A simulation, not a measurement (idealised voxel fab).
Proc. module: voxel local oxidation
We display cut, a cross-section 240 nm in width whose square cells are each 5 nm.
Each cross-section below is a grid of square cells, stated as bands in top-down order, with one or more rows of cells making up each band.
This entry defines a band. It first specifies the height of the band's top and the height of its bottom in nm, and then specifies the band's materials from left to right, stating each material with its width in nm. The word "everywhere" identifies a single material that fills the band from edge to edge, while the word "blank" identifies empty space.
Heads up on the height convention: 0 is the point under which the incoming wafer is all one material, and the lowest band has no bottom, it just keeps going down, like "from 0 down".
Top row gets the first number, bottom row gets the second, and each row in between changes by the same step: that is how a band width like "30..40" works.
No cell of the cross-section changed in a step that is given as "stayed the same".
If an empty space has no open way to the top and is at least 8 cells in size, "Closed void table" lists it, written width x height at distance, where distance is measured from the left edge and every value is in nm.
Whatever follows a step's settings on its line is a remark the simulator itself makes about that step.
"overlay nm" denotes, for a step that has a mask, the displacement of the mask to the right of its planned place, with negative values corresponding to the left.

## plan
1. RECEIVE, material Si
2. CONFORMAL_DEP, material SiO2, thk nm 5
3. CONFORMAL_DEP, material SiN, thk nm 10
4. PATTERN, tone cover, mask id ACTIVE, material resist, width nm 95, thk nm 15, overlay nm 0
5. DIRECTIONAL_ETCH, etch materials SiN, depth nm 10
6. STRIP, etch materials resist
7. SELECTIVE_ETCH, etch materials SiO2, depth nm 5
8. OXIDIZE, depth nm 10
9. STRIP, etch materials SiN

## The first wafer of two, processed as planned

## Incoming wafer in cross-section (state: after step 1)
from 0 down  Si everywhere
Closed void table: none

## Wafer section view after processing step 2
from 5 to 0  SiO2 everywhere
Whatever lies below 0 is exactly as it was before.

## Wafer section view after processing step 3
from 15 to 5  SiN everywhere
Whatever lies below 5 is exactly as it was before.

## Wafer section view after processing step 4
from 30 to 15  blank 70 nm, then resist 95 nm, then blank 75 nm
Whatever lies below 15 is exactly as it was before.

## Wafer section view after processing step 5
from 30 to 15  blank 70 nm, then resist 95 nm, then blank 75 nm
from 15 to 5  blank 70 nm, then SiN 95 nm, then blank 75 nm
Whatever lies below 5 is exactly as it was before.

## Wafer section view after processing step 6
from 15 to 5  blank 70 nm, then SiN 95 nm, then blank 75 nm
Whatever lies below 5 is exactly as it was before.

## Wafer section view after processing step 7
from 15 to 5  blank 70 nm, then SiN 95 nm, then blank 75 nm
from 5 to 0  blank 75 nm, then SiO2 85 nm, then blank 80 nm
Whatever lies below 0 is exactly as it was before.

## Wafer section view after processing step 8
from 15 to 5  blank 70 nm, then SiN 95 nm, then blank 75 nm
from 5 to 0  blank 75 nm, then SiO2 85 nm, then blank 80 nm
from 0 to -10  SiO2 85 nm, then Si 65 nm, then SiO2 90 nm
Whatever lies below -10 is exactly as it was before.

## Wafer section view after processing step 9
from 5 to 0  blank 75 nm, then SiO2 85 nm, then blank 80 nm
Whatever lies below 0 is exactly as it was before.

## Here the second wafer is described. Its start and its plan were those of the first wafer. Its run contained one mistake. Up to and including step 8, it did exactly what the first wafer did

## Cross-section of the second wafer when, according to plan, step 9 should have finished
from 5 to 0  blank 75 nm, then SiO2 85 nm, then blank 80 nm
Whatever lies below 0 is exactly as it was before.
What broke from the plan during processing? step 9 of the plan was performed twice
Outcome: the two wafer cross-sections end up identical, and the model's computation is unaffected by the mistake.
